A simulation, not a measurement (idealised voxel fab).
process module | voxel air gaps
cross-section cut | 285 nm wide | cells 5 nm
A cross-section is a grid of square cells, given in bands from the top down. A band is one or more rows of cells.
Each band's line starts with the height of the band's top and of its bottom, in nm. Then come its materials from left to right, each with its width in nm. One material with "throughout" fills the band from edge to edge. "air" is empty space.
Height 0 is the level under which the wafer as received is all one material. The lowest band goes on downwards, as in "0 down".
A width such as "30 to 40" changes by the same amount from each row of cells to the next, from the band's top row to its bottom row.
"no change" after a step means that no cell of the cross-section changed.
closed voids: empty space of 8 cells or more with no open way to the top, each as width x height at its distance from the left edge, in nm
after a step's settings: what the simulator itself notes on the step
overlay nm, on a step with a mask: how far to the right of its planned place the mask lay; to the left if negative
plan
1 op RECEIVE | material Si
2 op CONFORMAL_DEP | material SiO2 | thk nm 10
3 op CONFORMAL_DEP | material SiN | thk nm 5
4 op DIRECTIONAL_DEP | material lowk | thk nm 40
5 op PATTERN | tone open | mask id LINES | material resist | width nm 15 | pitch nm 45 | thk nm 15 | overlay nm 0
6 op DIRECTIONAL_ETCH | etch materials lowk | depth nm 40
7 op STRIP | etch materials resist
8 op CONFORMAL_DEP | material TiN | thk nm 5
9 op FILL_DEP | material W | thk nm 5
10 op CMP | height nm 55
11 op EPI | material Ru | thk nm 10
12 op SELECTIVE_ETCH | etch materials lowk | depth nm 50
13 op CONFORMAL_DEP | material SiN | thk nm 5
varied across the wafers: width nm of step 5. The plan shows the first wafer's value. All wafers start alike
first wafer as received, after step 1
  0 down: Si throughout
  closed voids: none
each wafer at the end: cells of each material gained (+) or lost (-) since it was received, then its closed voids
width nm 15 | +42 Ru | +198 SiN | +114 SiO2 | +51 TiN | +21 W | closed voids: 20 x 30 at 110; 20 x 30 at 155
width nm 20 | +48 Ru | +190 SiN | +114 SiO2 | +54 TiN | +42 W | closed voids: 15 x 30 at 115; 15 x 30 at 160
width nm 25 | +54 Ru | +142 SiN | +114 SiO2 | +57 TiN | +63 W | +64 lowk | closed voids: none
width nm 30 | +56 Ru | +142 SiN | +114 SiO2 | +60 TiN | +84 W | +48 lowk | closed voids: none
